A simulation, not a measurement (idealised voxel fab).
Process module heading - voxel self aligned vias
260 nm wide, 5 nm square cells: that's cross-section cut.
When this document writes out a cross-section, it uses a grid of square cells and lists it as bands, beginning at the top and moving down, with a band standing for one or more rows of cells.
First you get the band's top height and its bottom height, in nm, and then the materials it's made of, left to right, with each width in nm. If you see a single material with "everywhere", that one covers the band edge to edge. "empty" is empty space.
Heights from 0 (as-received wafer is one material below). Bottom band endless downward, as "top 0, no bottom".
Think of "30..40" as a width that walks from the first number to the second as you go down the band, top row to bottom row, taking equal-sized steps from row to row.
"remains unaltered" -> step changed no cross-section cell.
Closed empty spaces (no open way to the top) of 8 cells or more are what "Enclosed empty spaces" lists, each as width x height at distance from the left edge, nm for all three.
Read whatever lies past the settings on a step's line as the simulator's own remark about the step.
The setting "overlay nm" may be written on the line of a step. When the step uses a mask, the value reports how far to the right of the planned place the mask lay, and a negative value reports that it lay to the left.

Process steps (planned)
step 1: RECEIVE (material Si)
step 2: CONFORMAL_DEP (material SiO2; thk nm 15)
step 3: CONFORMAL_DEP (material SiCN; thk nm 5)
step 4: DIRECTIONAL_DEP (material SiO2; thk nm 30)
step 5: PATTERN (tone open; mask id LINES; material resist; width nm 30; pitch nm 60; thk nm 20; overlay nm 0)
step 6: DIRECTIONAL_ETCH (etch materials SiO2; depth nm 30)
step 7: STRIP (etch materials resist)
step 8: CONFORMAL_DEP (material TiN; thk nm 5)
step 9: FILL_DEP (material Ru; thk nm 10)
step 10: CMP (height nm 50)
step 11: SELECTIVE_ETCH (etch materials W Ru TiN; depth nm 5)
step 12: FILL_DEP (material SiN; thk nm 10)
step 13: CMP (height nm 50)
step 14: DIRECTIONAL_DEP (material SiO2; thk nm 15)
step 15: MASKED_ETCH (tone open; mask id VIAS; width nm 40; pitch nm 60; etch materials SiO2; depth nm 15; overlay nm 0)
step 16: MASKED_ETCH (tone open; mask id VIAS; width nm 40; pitch nm 60; etch materials SiN; depth nm 5; overlay nm 0)
step 17: CONFORMAL_DEP (material TiN; thk nm 5)
step 18: FILL_DEP (material W; thk nm 10)
step 19: CMP (height nm 65)
step 20: CONFORMAL_DEP (material SiCN; thk nm 5)

Cross-section, incoming material, after step 1
top 0, no bottom | Si everywhere
Enclosed empty spaces: none

Wafer cross-section at module end: first of two, run to plan
top 70, bottom 65 | SiCN everywhere
top 65, bottom 55 | SiO2 50; TiN 5; W 30; TiN 5; SiO2 20; TiN 5; W 30; TiN 5; SiO2 20; TiN 5; W 30; TiN 5; SiO2 50
top 55, bottom 50 | SiO2 50; TiN 10; W 20; TiN 10; SiO2 20; TiN 10; W 20; TiN 10; SiO2 20; TiN 10; W 20; TiN 10; SiO2 50
top 50, bottom 45 | SiO2 55; TiN 30; SiO2 30; TiN 30; SiO2 30; TiN 30; SiO2 55
top 45, bottom 25 | SiO2 55; TiN 5; Ru 20; TiN 5; SiO2 30; TiN 5; Ru 20; TiN 5; SiO2 30; TiN 5; Ru 20; TiN 5; SiO2 55
top 25, bottom 20 | SiO2 55; TiN 30; SiO2 30; TiN 30; SiO2 30; TiN 30; SiO2 55
top 20, bottom 15 | SiCN everywhere
top 15, bottom 0 | SiO2 everywhere
top 0, no bottom | Si everywhere
Enclosed empty spaces: none

Same start, same plan as the first wafer - but one mistake in the run. Cross-section of the second of the two at the end of the module
top 70, bottom 65 | SiCN everywhere
top 65, bottom 55 | SiO2 50; TiN 5; W 30; TiN 5; SiO2 20; TiN 5; W 30; TiN 5; SiO2 20; TiN 5; W 30; TiN 5; SiO2 50
top 55, bottom 50 | SiO2 50; TiN 10; W 25; TiN 5; SiO2 20; TiN 10; W 25; TiN 5; SiO2 20; TiN 10; W 25; TiN 5; SiO2 50
top 50, bottom 45 | SiO2 55; TiN 35; SiO2 25; TiN 35; SiO2 25; TiN 35; SiO2 50
top 45, bottom 25 | SiO2 55; TiN 5; Ru 25; TiN 5; SiO2 25; TiN 5; Ru 25; TiN 5; SiO2 25; TiN 5; Ru 25; TiN 5; SiO2 50
top 25, bottom 20 | SiO2 55; TiN 35; SiO2 25; TiN 35; SiO2 25; TiN 35; SiO2 50
top 20, bottom 15 | SiCN everywhere
top 15, bottom 0 | SiO2 everywhere
top 0, no bottom | Si everywhere
Enclosed empty spaces: none
Error vs. plan: for step 5, the planned setting was not used; the step was instead run as PATTERN (tone open; mask id LINES; material resist; width nm 35; pitch nm 60; thk nm 20; overlay nm 0)
Per the end-of-run cell counts, the second wafer holds more or fewer of some materials than the first: 12 more of Ru, 18 fewer of SiO2, 3 more of TiN, 3 more of W
